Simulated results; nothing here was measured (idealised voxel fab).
process module | voxel released beams
Pictured: cross-section cut, 165 nm wide, on a grid of 5 nm square cells.
Just so we're on the same page, the cross-sections are grids of square cells, and they're listed out in bands top to bottom, each band one or more rows deep. This entry defines a band. It first specifies the height of the band's top and the height of its bottom in nm, and then specifies the band's materials from left to right, stating each material with its width in nm. The word "edge to edge" identifies a single material that fills the band from edge to edge, while the word "blank" identifies empty space. Beneath 0, the wafer as received is one material, and that level is where height counting begins. The lowest band goes on downward without a bottom; it is written like "from 0 down". Quick explanation for "30..40": the width changes in equal steps down the rows of cells, from the first number in the band's top row to the second number in its bottom row. "no change occurred" means the step left every cell of the cross-section as it was. Entry "Closed voids list" = empty spaces >= 8 cells with no open way to the top; each as width x height at distance, distance from left edge, all nm. Past the settings on a step's line: simulator remark, on that step. overlay nm: on a step with a mask, how far right of its planned place the mask lay; negative means left. Reading key. Pairs: pre-step and post-step cross-section, one process step apart; post-step view only to lowest changed band. Step between + settings: beneath pair. Runs: pairs may be from different runs of this module, same starting wafer. Continuation from pair above: only where "Snapshot before" entry says.

### Snapshot before
* from 0 down  Si edge to edge
* Closed voids list: none

### Result of Step
* from 5 to 0  SiN edge to edge
* Below 0, the layers are the same as they were.
* Closed voids list: none
For reference, the processing step occurring between the two cross-sections presented above is as follows: CONFORMAL_DEP, material SiN, thk nm 5

Snapshot before: The pre-step condition corresponds to the post-step cross-section depicted in the pair directly above.

### Result of Step
* from 25 to 5  SiO2 edge to edge
* Below 5, the layers are the same as they were.
* Closed voids list: none
For reference, the processing step occurring between the two cross-sections presented above is as follows: DIRECTIONAL_DEP, material SiO2, thk nm 20

Snapshot before: The pre-step condition corresponds to the post-step cross-section depicted in the pair directly above.

### Result of Step
* from 40 to 25  aC edge to edge
* Below 25, the layers are the same as they were.
* Closed voids list: none
For reference, the processing step occurring between the two cross-sections presented above is as follows: DIRECTIONAL_DEP, material aC, thk nm 15

Snapshot before: The pre-step condition corresponds to the post-step cross-section depicted in the pair directly above.

### Result of Step
* from 70 to 40  resist: 45  blank: 30  resist: 90
* Below 40, the layers are the same as they were.
* Closed voids list: none
For reference, the processing step occurring between the two cross-sections presented above is as follows: PATTERN, tone open, mask id ANCHOR, material resist, width nm 30, thk nm 30, overlay nm 0

Snapshot before: The pre-step condition corresponds to the post-step cross-section depicted in the pair directly above.

### Result of Step
* from 55 to 40  resist: 45  blank: 30  resist: 90
* from 40 to 25  aC: 45  blank: 30  aC: 90
* Below 25, the layers are the same as they were.
* Closed voids list: none
For reference, the processing step occurring between the two cross-sections presented above is as follows: DIRECTIONAL_ETCH, etch materials aC, depth nm 15

Snapshot before: The pre-step condition corresponds to the post-step cross-section depicted in the pair directly above.

### Result of Step
* from 40 to 25  aC: 45  blank: 30  aC: 90
* Below 25, the layers are the same as they were.
* Closed voids list: none
For reference, the processing step occurring between the two cross-sections presented above is as follows: STRIP, etch materials resist

Snapshot before: The pre-step condition corresponds to the post-step cross-section depicted in the pair directly above.

### Result of Step
* from 40 to 25  aC: 45  blank: 30  aC: 90
* from 25 to 5  SiO2: 45  blank: 30  SiO2: 90
* Below 5, the layers are the same as they were.
* Closed voids list: none
For reference, the processing step occurring between the two cross-sections presented above is as follows: DIRECTIONAL_ETCH, etch materials SiO2, depth nm 20

Snapshot before: The pre-step condition corresponds to the post-step cross-section depicted in the pair directly above.

### Result of Step
* from 25 to 5  SiO2: 45  blank: 30  SiO2: 90
* Below 5, the layers are the same as they were.
* Closed voids list: none
For reference, the processing step occurring between the two cross-sections presented above is as follows: STRIP, etch materials aC

Snapshot before: The pre-step condition corresponds to the post-step cross-section depicted in the pair directly above.

### Result of Step
* from 35 to 25  polySi: 55  blank: 10  polySi: 100
* from 25 to 15  SiO2: 45  polySi: 10  blank: 10  polySi: 10  SiO2: 90
* from 15 to 5  SiO2: 45  polySi: 30  SiO2: 90
* Below 5, the layers are the same as they were.
* Closed voids list: none
For reference, the processing step occurring between the two cross-sections presented above is as follows: CONFORMAL_DEP, material polySi, thk nm 10

Snapshot before: The pre-step condition corresponds to the post-step cross-section depicted in the pair directly above.

### Result of Step
* from 50 to 35  blank: 40  resist: 75  blank: 50
* from 35 to 25  polySi: 55  resist: 10  polySi: 100
* from 25 to 15  SiO2: 45  polySi: 10  resist: 10  polySi: 10  SiO2: 90
* Below 15, the layers are the same as they were.
* Closed voids list: none
For reference, the processing step occurring between the two cross-sections presented above is as follows: PATTERN, tone cover, mask id BEAM, material resist, width nm 75, thk nm 15, overlay nm 0

Snapshot before: The pre-step condition corresponds to the post-step cross-section depicted in the pair directly above.

### Result of Step
* from 50 to 35  blank: 40  resist: 75  blank: 50
* from 35 to 25  blank: 40  polySi: 15  resist: 10  polySi: 50  blank: 50
* Below 25, the layers are the same as they were.
* Closed voids list: none
For reference, the processing step occurring between the two cross-sections presented above is as follows: DIRECTIONAL_ETCH, etch materials polySi, depth nm 10

Snapshot before: The pre-step condition corresponds to the post-step cross-section depicted in the pair directly above.

### Result of Step
* from 35 to 25  blank: 40  polySi: 15  blank: 10  polySi: 50  blank: 50
* from 25 to 15  SiO2: 45  polySi: 10  blank: 10  polySi: 10  SiO2: 90
* Below 15, the layers are the same as they were.
* Closed voids list: none
For reference, the processing step occurring between the two cross-sections presented above is as follows: STRIP, etch materials resist

Snapshot before: The pre-step condition corresponds to the post-step cross-section depicted in the pair directly above.

### Result of Step
* from 35 to 25  blank: 40  polySi: 15  blank: 10  polySi: 50  blank: 50
* from 25 to 15  blank: 45  polySi: 10  blank: 10  polySi: 10  blank: 90
* from 15 to 5  blank: 45  polySi: 30  blank: 90
* Below 5, the layers are the same as they were.
* Closed voids list: none
For reference, the processing step occurring between the two cross-sections presented above is as follows: STRIP, etch materials SiO2

### Snapshot before
* from 0 down  Si edge to edge
* Closed voids list: none

### Result of Step
* from 20 to 0  SiO2 edge to edge
* Below 0, the layers are the same as they were.
* Closed voids list: none
For reference, the processing step occurring between the two cross-sections presented above is as follows: DIRECTIONAL_DEP, material SiO2, thk nm 20

Snapshot before: The pre-step condition corresponds to the post-step cross-section depicted in the pair directly above.

### Result of Step
* from 35 to 20  aC edge to edge
* Below 20, the layers are the same as they were.
* Closed voids list: none
For reference, the processing step occurring between the two cross-sections presented above is as follows: DIRECTIONAL_DEP, material aC, thk nm 15

Snapshot before: The pre-step condition corresponds to the post-step cross-section depicted in the pair directly above.

### Result of Step
* from 65 to 35  resist: 45  blank: 30  resist: 90
* Below 35, the layers are the same as they were.
* Closed voids list: none
For reference, the processing step occurring between the two cross-sections presented above is as follows: PATTERN, tone open, mask id ANCHOR, material resist, width nm 30, thk nm 30, overlay nm 0

Snapshot before: The pre-step condition corresponds to the post-step cross-section depicted in the pair directly above.

### Result of Step
* from 50 to 35  resist: 45  blank: 30  resist: 90
* from 35 to 20  aC: 45  blank: 30  aC: 90
* Below 20, the layers are the same as they were.
* Closed voids list: none
For reference, the processing step occurring between the two cross-sections presented above is as follows: DIRECTIONAL_ETCH, etch materials aC, depth nm 15

Snapshot before: The pre-step condition corresponds to the post-step cross-section depicted in the pair directly above.

### Result of Step
* from 35 to 20  aC: 45  blank: 30  aC: 90
* Below 20, the layers are the same as they were.
* Closed voids list: none
For reference, the processing step occurring between the two cross-sections presented above is as follows: STRIP, etch materials resist

Snapshot before: The pre-step condition corresponds to the post-step cross-section depicted in the pair directly above.

### Result of Step
* from 35 to 20  aC: 45  blank: 30  aC: 90
* from 20 to 0  SiO2: 45  blank: 30  SiO2: 90
* Below 0, the layers are the same as they were.
* Closed voids list: none
For reference, the processing step occurring between the two cross-sections presented above is as follows: DIRECTIONAL_ETCH, etch materials SiO2, depth nm 20

Snapshot before: The pre-step condition corresponds to the post-step cross-section depicted in the pair directly above.

### Result of Step
* from 20 to 0  SiO2: 45  blank: 30  SiO2: 90
* Below 0, the layers are the same as they were.
* Closed voids list: none
For reference, the processing step occurring between the two cross-sections presented above is as follows: STRIP, etch materials aC

Snapshot before: The pre-step condition corresponds to the post-step cross-section depicted in the pair directly above.

### Result of Step
* from 30 to 20  polySi: 55  blank: 10  polySi: 100
* from 20 to 10  SiO2: 45  polySi: 10  blank: 10  polySi: 10  SiO2: 90
* from 10 to 0  SiO2: 45  polySi: 30  SiO2: 90
* Below 0, the layers are the same as they were.
* Closed voids list: none
For reference, the processing step occurring between the two cross-sections presented above is as follows: CONFORMAL_DEP, material polySi, thk nm 10

Snapshot before: The pre-step condition corresponds to the post-step cross-section depicted in the pair directly above.

### Result of Step
* from 45 to 30  blank: 40  resist: 75  blank: 50
* from 30 to 20  polySi: 55  resist: 10  polySi: 100
* from 20 to 10  SiO2: 45  polySi: 10  resist: 10  polySi: 10  SiO2: 90
* Below 10, the layers are the same as they were.
* Closed voids list: none
For reference, the processing step occurring between the two cross-sections presented above is as follows: PATTERN, tone cover, mask id BEAM, material resist, width nm 75, thk nm 15, overlay nm 0

Snapshot before: The pre-step condition corresponds to the post-step cross-section depicted in the pair directly above.

### Result of Step
* from 45 to 30  blank: 40  resist: 75  blank: 50
* from 30 to 20  blank: 40  polySi: 15  resist: 10  polySi: 50  blank: 50
* Below 20, the layers are the same as they were.
* Closed voids list: none
For reference, the processing step occurring between the two cross-sections presented above is as follows: DIRECTIONAL_ETCH, etch materials polySi, depth nm 10

Snapshot before: The pre-step condition corresponds to the post-step cross-section depicted in the pair directly above.

### Result of Step
* from 30 to 20  blank: 40  polySi: 15  blank: 10  polySi: 50  blank: 50
* from 20 to 10  SiO2: 45  polySi: 10  blank: 10  polySi: 10  SiO2: 90
* Below 10, the layers are the same as they were.
* Closed voids list: none
For reference, the processing step occurring between the two cross-sections presented above is as follows: STRIP, etch materials resist

Snapshot before: The pre-step condition corresponds to the post-step cross-section depicted in the pair directly above.

### Result of Step
* from 30 to 20  blank: 40  polySi: 15  blank: 10  polySi: 50  blank: 50
* from 20 to 10  blank: 45  polySi: 10  blank: 10  polySi: 10  blank: 90
* from 10 to 0  blank: 45  polySi: 30  blank: 90
* Below 0, the layers are the same as they were.
* Closed voids list: none
For reference, the processing step occurring between the two cross-sections presented above is as follows: STRIP, etch materials SiO2

### Snapshot before
* from 20 to 0  SiO2 edge to edge
* from 0 down  Si edge to edge
* Closed voids list: none

### Result of Step
* from 25 to 20  SiN edge to edge
* Below 20, the layers are the same as they were.
* Closed voids list: none
For reference, the processing step occurring between the two cross-sections presented above is as follows: CONFORMAL_DEP, material SiN, thk nm 5

Snapshot before: The pre-step condition corresponds to the post-step cross-section depicted in the pair directly above.

### Result of Step
* from 40 to 25  aC edge to edge
* Below 25, the layers are the same as they were.
* Closed voids list: none
For reference, the processing step occurring between the two cross-sections presented above is as follows: DIRECTIONAL_DEP, material aC, thk nm 15

Snapshot before: The pre-step condition corresponds to the post-step cross-section depicted in the pair directly above.

### Result of Step
* from 70 to 40  resist: 45  blank: 30  resist: 90
* Below 40, the layers are the same as they were.
* Closed voids list: none
For reference, the processing step occurring between the two cross-sections presented above is as follows: PATTERN, tone open, mask id ANCHOR, material resist, width nm 30, thk nm 30, overlay nm 0

Snapshot before: The pre-step condition corresponds to the post-step cross-section depicted in the pair directly above.

### Result of Step
* from 55 to 40  resist: 45  blank: 30  resist: 90
* from 40 to 25  aC: 45  blank: 30  aC: 90
* Below 25, the layers are the same as they were.
* Closed voids list: none
For reference, the processing step occurring between the two cross-sections presented above is as follows: DIRECTIONAL_ETCH, etch materials aC, depth nm 15

Snapshot before: The pre-step condition corresponds to the post-step cross-section depicted in the pair directly above.

### Result of Step
* from 40 to 25  aC: 45  blank: 30  aC: 90
* Below 25, the layers are the same as they were.
* Closed voids list: none
For reference, the processing step occurring between the two cross-sections presented above is as follows: STRIP, etch materials resist

Snapshot before: The pre-step condition corresponds to the post-step cross-section depicted in the pair directly above.

### Result of Step
* from 25 to 20  SiN edge to edge
* Below 20, the layers are the same as they were.
* Closed voids list: none
For reference, the processing step occurring between the two cross-sections presented above is as follows: STRIP, etch materials aC

Snapshot before: The pre-step condition corresponds to the post-step cross-section depicted in the pair directly above.

### Result of Step
* from 35 to 25  polySi edge to edge
* Below 25, the layers are the same as they were.
* Closed voids list: none
For reference, the processing step occurring between the two cross-sections presented above is as follows: CONFORMAL_DEP, material polySi, thk nm 10

Snapshot before: The pre-step condition corresponds to the post-step cross-section depicted in the pair directly above.

### Result of Step
* from 50 to 35  blank: 40  resist: 75  blank: 50
* Below 35, the layers are the same as they were.
* Closed voids list: none
For reference, the processing step occurring between the two cross-sections presented above is as follows: PATTERN, tone cover, mask id BEAM, material resist, width nm 75, thk nm 15, overlay nm 0

Snapshot before: The pre-step condition corresponds to the post-step cross-section depicted in the pair directly above.

### Result of Step
* from 50 to 35  blank: 40  resist: 75  blank: 50
* from 35 to 25  blank: 40  polySi: 75  blank: 50
* Below 25, the layers are the same as they were.
* Closed voids list: none
For reference, the processing step occurring between the two cross-sections presented above is as follows: DIRECTIONAL_ETCH, etch materials polySi, depth nm 10

Snapshot before: The pre-step condition corresponds to the post-step cross-section depicted in the pair directly above.

### Result of Step
* from 35 to 25  blank: 40  polySi: 75  blank: 50
* Below 25, the layers are the same as they were.
* Closed voids list: none
For reference, the processing step occurring between the two cross-sections presented above is as follows: STRIP, etch materials resist

### Snapshot before
* from 0 down  Si edge to edge
* Closed voids list: none

### Result of Step
* from 15 to 0  SiN edge to edge
* Below 0, the layers are the same as they were.
* Closed voids list: none
For reference, the processing step occurring between the two cross-sections presented above is as follows: CONFORMAL_DEP, material SiN, thk nm 15

Snapshot before: The pre-step condition corresponds to the post-step cross-section depicted in the pair directly above.

### Result of Step
* from 35 to 15  SiO2 edge to edge
* Below 15, the layers are the same as they were.
* Closed voids list: none
For reference, the processing step occurring between the two cross-sections presented above is as follows: DIRECTIONAL_DEP, material SiO2, thk nm 20

Snapshot before: The pre-step condition corresponds to the post-step cross-section depicted in the pair directly above.

### Result of Step
* from 50 to 35  aC edge to edge
* Below 35, the layers are the same as they were.
* Closed voids list: none
For reference, the processing step occurring between the two cross-sections presented above is as follows: DIRECTIONAL_DEP, material aC, thk nm 15

Snapshot before: The pre-step condition corresponds to the post-step cross-section depicted in the pair directly above.

### Result of Step
* from 80 to 50  resist: 45  blank: 30  resist: 90
* Below 50, the layers are the same as they were.
* Closed voids list: none
For reference, the processing step occurring between the two cross-sections presented above is as follows: PATTERN, tone open, mask id ANCHOR, material resist, width nm 30, thk nm 30, overlay nm 0

Snapshot before: The pre-step condition corresponds to the post-step cross-section depicted in the pair directly above.

### Result of Step
* from 65 to 50  resist: 45  blank: 30  resist: 90
* from 50 to 35  aC: 45  blank: 30  aC: 90
* Below 35, the layers are the same as they were.
* Closed voids list: none
For reference, the processing step occurring between the two cross-sections presented above is as follows: DIRECTIONAL_ETCH, etch materials aC, depth nm 15

Snapshot before: The pre-step condition corresponds to the post-step cross-section depicted in the pair directly above.

### Result of Step
* from 50 to 35  aC: 45  blank: 30  aC: 90
* Below 35, the layers are the same as they were.
* Closed voids list: none
For reference, the processing step occurring between the two cross-sections presented above is as follows: STRIP, etch materials resist

Snapshot before: The pre-step condition corresponds to the post-step cross-section depicted in the pair directly above.

### Result of Step
* from 50 to 35  aC: 45  blank: 30  aC: 90
* from 35 to 15  SiO2: 45  blank: 30  SiO2: 90
* Below 15, the layers are the same as they were.
* Closed voids list: none
For reference, the processing step occurring between the two cross-sections presented above is as follows: DIRECTIONAL_ETCH, etch materials SiO2, depth nm 20

Snapshot before: The pre-step condition corresponds to the post-step cross-section depicted in the pair directly above.

### Result of Step
* from 35 to 15  SiO2: 45  blank: 30  SiO2: 90
* Below 15, the layers are the same as they were.
* Closed voids list: none
For reference, the processing step occurring between the two cross-sections presented above is as follows: STRIP, etch materials aC

Snapshot before: The pre-step condition corresponds to the post-step cross-section depicted in the pair directly above.

### Result of Step
* from 45 to 35  polySi: 55  blank: 10  polySi: 100
* from 35 to 25  SiO2: 45  polySi: 10  blank: 10  polySi: 10  SiO2: 90
* from 25 to 15  SiO2: 45  polySi: 30  SiO2: 90
* Below 15, the layers are the same as they were.
* Closed voids list: none
For reference, the processing step occurring between the two cross-sections presented above is as follows: CONFORMAL_DEP, material polySi, thk nm 10

Snapshot before: The pre-step condition corresponds to the post-step cross-section depicted in the pair directly above.

### Result of Step
* from 60 to 45  blank: 40  resist: 75  blank: 50
* from 45 to 35  polySi: 55  resist: 10  polySi: 100
* from 35 to 25  SiO2: 45  polySi: 10  resist: 10  polySi: 10  SiO2: 90
* Below 25, the layers are the same as they were.
* Closed voids list: none
For reference, the processing step occurring between the two cross-sections presented above is as follows: PATTERN, tone cover, mask id BEAM, material resist, width nm 75, thk nm 15, overlay nm 0

Snapshot before: The pre-step condition corresponds to the post-step cross-section depicted in the pair directly above.

### Result of Step
* from 60 to 45  blank: 40  resist: 75  blank: 50
* from 45 to 35  blank: 40  polySi: 15  resist: 10  polySi: 50  blank: 50
* Below 35, the layers are the same as they were.
* Closed voids list: none
For reference, the processing step occurring between the two cross-sections presented above is as follows: DIRECTIONAL_ETCH, etch materials polySi, depth nm 10

Snapshot before: The pre-step condition corresponds to the post-step cross-section depicted in the pair directly above.

### Result of Step
* from 45 to 35  blank: 40  polySi: 15  blank: 10  polySi: 50  blank: 50
* from 35 to 25  SiO2: 45  polySi: 10  blank: 10  polySi: 10  SiO2: 90
* Below 25, the layers are the same as they were.
* Closed voids list: none
For reference, the processing step occurring between the two cross-sections presented above is as follows: STRIP, etch materials resist

Snapshot before: The pre-step condition corresponds to the post-step cross-section depicted in the pair directly above.

### Result of Step
* from 45 to 35  blank: 40  polySi: 15  blank: 10  polySi: 50  blank: 50
* from 35 to 25  blank: 45  polySi: 10  blank: 10  polySi: 10  blank: 90
* from 25 to 15  blank: 45  polySi: 30  blank: 90
* Below 15, the layers are the same as they were.
* Closed voids list: none
For reference, the processing step occurring between the two cross-sections presented above is as follows: STRIP, etch materials SiO2

### Snapshot before
* from 35 to 25  polySi: 55  blank: 10  polySi: 100
* from 25 to 15  SiO2: 45  polySi: 10  blank: 10  polySi: 10  SiO2: 90
* from 15 to 5  SiO2: 45  polySi: 30  SiO2: 90
* from 5 to 0  SiN edge to edge
* from 0 down  Si edge to edge
* Closed voids list: none

### Result of Step
* from 50 to 35  blank: 45  resist: 65  blank: 55
* from 35 to 25  polySi: 55  resist: 10  polySi: 100
* from 25 to 15  SiO2: 45  polySi: 10  resist: 10  polySi: 10  SiO2: 90
* Below 15, the layers are the same as they were.
* Closed voids list: none
For reference, the processing step occurring between the two cross-sections presented above is as follows: PATTERN, tone cover, mask id BEAM, material resist, width nm 65, thk nm 15, overlay nm 0

Snapshot before: The pre-step condition corresponds to the post-step cross-section depicted in the pair directly above.

### Result of Step
* from 50 to 35  blank: 45  resist: 65  blank: 55
* from 35 to 25  blank: 45  polySi: 10  resist: 10  polySi: 45  blank: 55
* Below 25, the layers are the same as they were.
* Closed voids list: none
For reference, the processing step occurring between the two cross-sections presented above is as follows: DIRECTIONAL_ETCH, etch materials polySi, depth nm 10

Snapshot before: The pre-step condition corresponds to the post-step cross-section depicted in the pair directly above.

### Result of Step
* from 35 to 25  blank: 45  polySi: 10  blank: 10  polySi: 45  blank: 55
* from 25 to 15  SiO2: 45  polySi: 10  blank: 10  polySi: 10  SiO2: 90
* Below 15, the layers are the same as they were.
* Closed voids list: none
For reference, the processing step occurring between the two cross-sections presented above is as follows: STRIP, etch materials resist

Snapshot before: The pre-step condition corresponds to the post-step cross-section depicted in the pair directly above.

### Result of Step
* from 35 to 25  blank: 45  polySi: 10  blank: 10  polySi: 45  blank: 55
* from 25 to 15  blank: 45  polySi: 10  blank: 10  polySi: 10  blank: 90
* from 15 to 5  blank: 45  polySi: 30  blank: 90
* Below 5, the layers are the same as they were.
* Closed voids list: none
For reference, the processing step occurring between the two cross-sections presented above is as follows: STRIP, etch materials SiO2

### Snapshot before
* from 40 to 25  aC edge to edge
* from 25 to 5  SiO2 edge to edge
* from 5 to 0  SiN edge to edge
* from 0 down  Si edge to edge
* Closed voids list: none

### Result of Step
* from 70 to 40  resist: 50  blank: 30  resist: 85
* Below 40, the layers are the same as they were.
* Closed voids list: none
For reference, the processing step occurring between the two cross-sections presented above is as follows: PATTERN, tone open, mask id ANCHOR, material resist, width nm 30, thk nm 30, overlay nm 5

Snapshot before: The pre-step condition corresponds to the post-step cross-section depicted in the pair directly above.

### Result of Step
* from 55 to 40  resist: 50  blank: 30  resist: 85
* from 40 to 25  aC: 50  blank: 30  aC: 85
* Below 25, the layers are the same as they were.
* Closed voids list: none
For reference, the processing step occurring between the two cross-sections presented above is as follows: DIRECTIONAL_ETCH, etch materials aC, depth nm 15

Snapshot before: The pre-step condition corresponds to the post-step cross-section depicted in the pair directly above.

### Result of Step
* from 40 to 25  aC: 50  blank: 30  aC: 85
* Below 25, the layers are the same as they were.
* Closed voids list: none
For reference, the processing step occurring between the two cross-sections presented above is as follows: STRIP, etch materials resist

Snapshot before: The pre-step condition corresponds to the post-step cross-section depicted in the pair directly above.

### Result of Step
* from 40 to 25  aC: 50  blank: 30  aC: 85
* from 25 to 5  SiO2: 50  blank: 30  SiO2: 85
* Below 5, the layers are the same as they were.
* Closed voids list: none
For reference, the processing step occurring between the two cross-sections presented above is as follows: DIRECTIONAL_ETCH, etch materials SiO2, depth nm 20

Snapshot before: The pre-step condition corresponds to the post-step cross-section depicted in the pair directly above.

### Result of Step
* from 25 to 5  SiO2: 50  blank: 30  SiO2: 85
* Below 5, the layers are the same as they were.
* Closed voids list: none
For reference, the processing step occurring between the two cross-sections presented above is as follows: STRIP, etch materials aC

Snapshot before: The pre-step condition corresponds to the post-step cross-section depicted in the pair directly above.

### Result of Step
* from 35 to 25  polySi: 60  blank: 10  polySi: 95
* from 25 to 15  SiO2: 50  polySi: 10  blank: 10  polySi: 10  SiO2: 85
* from 15 to 5  SiO2: 50  polySi: 30  SiO2: 85
* Below 5, the layers are the same as they were.
* Closed voids list: none
For reference, the processing step occurring between the two cross-sections presented above is as follows: CONFORMAL_DEP, material polySi, thk nm 10

Snapshot before: The pre-step condition corresponds to the post-step cross-section depicted in the pair directly above.

### Result of Step
* from 50 to 35  blank: 40  resist: 75  blank: 50
* from 35 to 25  polySi: 60  resist: 10  polySi: 95
* from 25 to 15  SiO2: 50  polySi: 10  resist: 10  polySi: 10  SiO2: 85
* Below 15, the layers are the same as they were.
* Closed voids list: none
For reference, the processing step occurring between the two cross-sections presented above is as follows: PATTERN, tone cover, mask id BEAM, material resist, width nm 75, thk nm 15, overlay nm 0

Snapshot before: The pre-step condition corresponds to the post-step cross-section depicted in the pair directly above.

### Result of Step
* from 50 to 35  blank: 40  resist: 75  blank: 50
* from 35 to 25  blank: 40  polySi: 20  resist: 10  polySi: 45  blank: 50
* Below 25, the layers are the same as they were.
* Closed voids list: none
For reference, the processing step occurring between the two cross-sections presented above is as follows: DIRECTIONAL_ETCH, etch materials polySi, depth nm 10

Snapshot before: The pre-step condition corresponds to the post-step cross-section depicted in the pair directly above.

### Result of Step
* from 35 to 25  blank: 40  polySi: 20  blank: 10  polySi: 45  blank: 50
* from 25 to 15  SiO2: 50  polySi: 10  blank: 10  polySi: 10  SiO2: 85
* Below 15, the layers are the same as they were.
* Closed voids list: none
For reference, the processing step occurring between the two cross-sections presented above is as follows: STRIP, etch materials resist

Snapshot before: The pre-step condition corresponds to the post-step cross-section depicted in the pair directly above.

### Result of Step
* from 35 to 25  blank: 40  polySi: 20  blank: 10  polySi: 45  blank: 50
* from 25 to 15  blank: 50  polySi: 10  blank: 10  polySi: 10  blank: 85
* from 15 to 5  blank: 50  polySi: 30  blank: 85
* Below 5, the layers are the same as they were.
* Closed voids list: none
For reference, the processing step occurring between the two cross-sections presented above is as follows: STRIP, etch materials SiO2

### Snapshot before
* from 0 down  Si edge to edge
* Closed voids list: none

### Result of Step
* from 5 to 0  polySi edge to edge
* Below 0, the layers are the same as they were.
* Closed voids list: none
For reference, the processing step occurring between the two cross-sections presented above is as follows: CONFORMAL_DEP, material polySi, thk nm 5

Snapshot before: The pre-step condition corresponds to the post-step cross-section depicted in the pair directly above.

### Result of Step
* from 25 to 5  SiO2 edge to edge
* Below 5, the layers are the same as they were.
* Closed voids list: none
For reference, the processing step occurring between the two cross-sections presented above is as follows: DIRECTIONAL_DEP, material SiO2, thk nm 20

Snapshot before: The pre-step condition corresponds to the post-step cross-section depicted in the pair directly above.

### Result of Step
* from 40 to 25  aC edge to edge
* Below 25, the layers are the same as they were.
* Closed voids list: none
For reference, the processing step occurring between the two cross-sections presented above is as follows: DIRECTIONAL_DEP, material aC, thk nm 15

Snapshot before: The pre-step condition corresponds to the post-step cross-section depicted in the pair directly above.

### Result of Step
* from 70 to 40  resist: 45  blank: 30  resist: 90
* Below 40, the layers are the same as they were.
* Closed voids list: none
For reference, the processing step occurring between the two cross-sections presented above is as follows: PATTERN, tone open, mask id ANCHOR, material resist, width nm 30, thk nm 30, overlay nm 0

Snapshot before: The pre-step condition corresponds to the post-step cross-section depicted in the pair directly above.

### Result of Step
* from 55 to 40  resist: 45  blank: 30  resist: 90
* from 40 to 25  aC: 45  blank: 30  aC: 90
* Below 25, the layers are the same as they were.
* Closed voids list: none
For reference, the processing step occurring between the two cross-sections presented above is as follows: DIRECTIONAL_ETCH, etch materials aC, depth nm 15

Snapshot before: The pre-step condition corresponds to the post-step cross-section depicted in the pair directly above.

### Result of Step
* from 40 to 25  aC: 45  blank: 30  aC: 90
* Below 25, the layers are the same as they were.
* Closed voids list: none
For reference, the processing step occurring between the two cross-sections presented above is as follows: STRIP, etch materials resist

Snapshot before: The pre-step condition corresponds to the post-step cross-section depicted in the pair directly above.

### Result of Step
* from 40 to 25  aC: 45  blank: 30  aC: 90
* from 25 to 5  SiO2: 45  blank: 30  SiO2: 90
* Below 5, the layers are the same as they were.
* Closed voids list: none
For reference, the processing step occurring between the two cross-sections presented above is as follows: DIRECTIONAL_ETCH, etch materials SiO2, depth nm 20

Snapshot before: The pre-step condition corresponds to the post-step cross-section depicted in the pair directly above.

### Result of Step
* from 25 to 5  SiO2: 45  blank: 30  SiO2: 90
* Below 5, the layers are the same as they were.
* Closed voids list: none
For reference, the processing step occurring between the two cross-sections presented above is as follows: STRIP, etch materials aC

Snapshot before: The pre-step condition corresponds to the post-step cross-section depicted in the pair directly above.

### Result of Step
* from 35 to 25  polySi: 55  blank: 10  polySi: 100
* from 25 to 15  SiO2: 45  polySi: 10  blank: 10  polySi: 10  SiO2: 90
* from 15 to 5  SiO2: 45  polySi: 30  SiO2: 90
* Below 5, the layers are the same as they were.
* Closed voids list: none
For reference, the processing step occurring between the two cross-sections presented above is as follows: CONFORMAL_DEP, material polySi, thk nm 10

Snapshot before: The pre-step condition corresponds to the post-step cross-section depicted in the pair directly above.

### Result of Step
* from 50 to 35  blank: 40  resist: 75  blank: 50
* from 35 to 25  polySi: 55  resist: 10  polySi: 100
* from 25 to 15  SiO2: 45  polySi: 10  resist: 10  polySi: 10  SiO2: 90
* Below 15, the layers are the same as they were.
* Closed voids list: none
For reference, the processing step occurring between the two cross-sections presented above is as follows: PATTERN, tone cover, mask id BEAM, material resist, width nm 75, thk nm 15, overlay nm 0

Snapshot before: The pre-step condition corresponds to the post-step cross-section depicted in the pair directly above.

### Result of Step
* from 50 to 35  blank: 40  resist: 75  blank: 50
* from 35 to 25  blank: 40  polySi: 15  resist: 10  polySi: 50  blank: 50
* Below 25, the layers are the same as they were.
* Closed voids list: none
For reference, the processing step occurring between the two cross-sections presented above is as follows: DIRECTIONAL_ETCH, etch materials polySi, depth nm 10

Snapshot before: The pre-step condition corresponds to the post-step cross-section depicted in the pair directly above.

### Result of Step
* from 35 to 25  blank: 40  polySi: 15  blank: 10  polySi: 50  blank: 50
* from 25 to 15  SiO2: 45  polySi: 10  blank: 10  polySi: 10  SiO2: 90
* Below 15, the layers are the same as they were.
* Closed voids list: none
For reference, the processing step occurring between the two cross-sections presented above is as follows: STRIP, etch materials resist

Snapshot before: The pre-step condition corresponds to the post-step cross-section depicted in the pair directly above.

### Result of Step
* from 35 to 25  blank: 40  polySi: 15  blank: 10  polySi: 50  blank: 50
* from 25 to 15  blank: 45  polySi: 10  blank: 10  polySi: 10  blank: 90
* from 15 to 5  blank: 45  polySi: 30  blank: 90
* Below 5, the layers are the same as they were.
* Closed voids list: none
For reference, the processing step occurring between the two cross-sections presented above is as follows: STRIP, etch materials SiO2

### Snapshot before
* from 40 to 25  aC edge to edge
* from 25 to 5  SiO2 edge to edge
* from 5 to 0  SiN edge to edge
* from 0 down  Si edge to edge
* Closed voids list: none

### Result of Step
* from 70 to 40  blank: 45  resist: 30  blank: 90
* Below 40, the layers are the same as they were.
* Closed voids list: none
For reference, the processing step occurring between the two cross-sections presented above is as follows: PATTERN, tone cover, mask id ANCHOR, material resist, width nm 30, thk nm 30, overlay nm 0

Snapshot before: The pre-step condition corresponds to the post-step cross-section depicted in the pair directly above.

### Result of Step
* from 55 to 40  blank: 45  resist: 30  blank: 90
* from 40 to 25  blank: 45  aC: 30  blank: 90
* Below 25, the layers are the same as they were.
* Closed voids list: none
For reference, the processing step occurring between the two cross-sections presented above is as follows: DIRECTIONAL_ETCH, etch materials aC, depth nm 15

Snapshot before: The pre-step condition corresponds to the post-step cross-section depicted in the pair directly above.

### Result of Step
* from 40 to 25  blank: 45  aC: 30  blank: 90
* Below 25, the layers are the same as they were.
* Closed voids list: none
For reference, the processing step occurring between the two cross-sections presented above is as follows: STRIP, etch materials resist

Snapshot before: The pre-step condition corresponds to the post-step cross-section depicted in the pair directly above.

### Result of Step
* from 40 to 25  blank: 45  aC: 30  blank: 90
* from 25 to 5  blank: 45  SiO2: 30  blank: 90
* Below 5, the layers are the same as they were.
* Closed voids list: none
For reference, the processing step occurring between the two cross-sections presented above is as follows: DIRECTIONAL_ETCH, etch materials SiO2, depth nm 20

Snapshot before: The pre-step condition corresponds to the post-step cross-section depicted in the pair directly above.

### Result of Step
* from 25 to 5  blank: 45  SiO2: 30  blank: 90
* Below 5, the layers are the same as they were.
* Closed voids list: none
For reference, the processing step occurring between the two cross-sections presented above is as follows: STRIP, etch materials aC
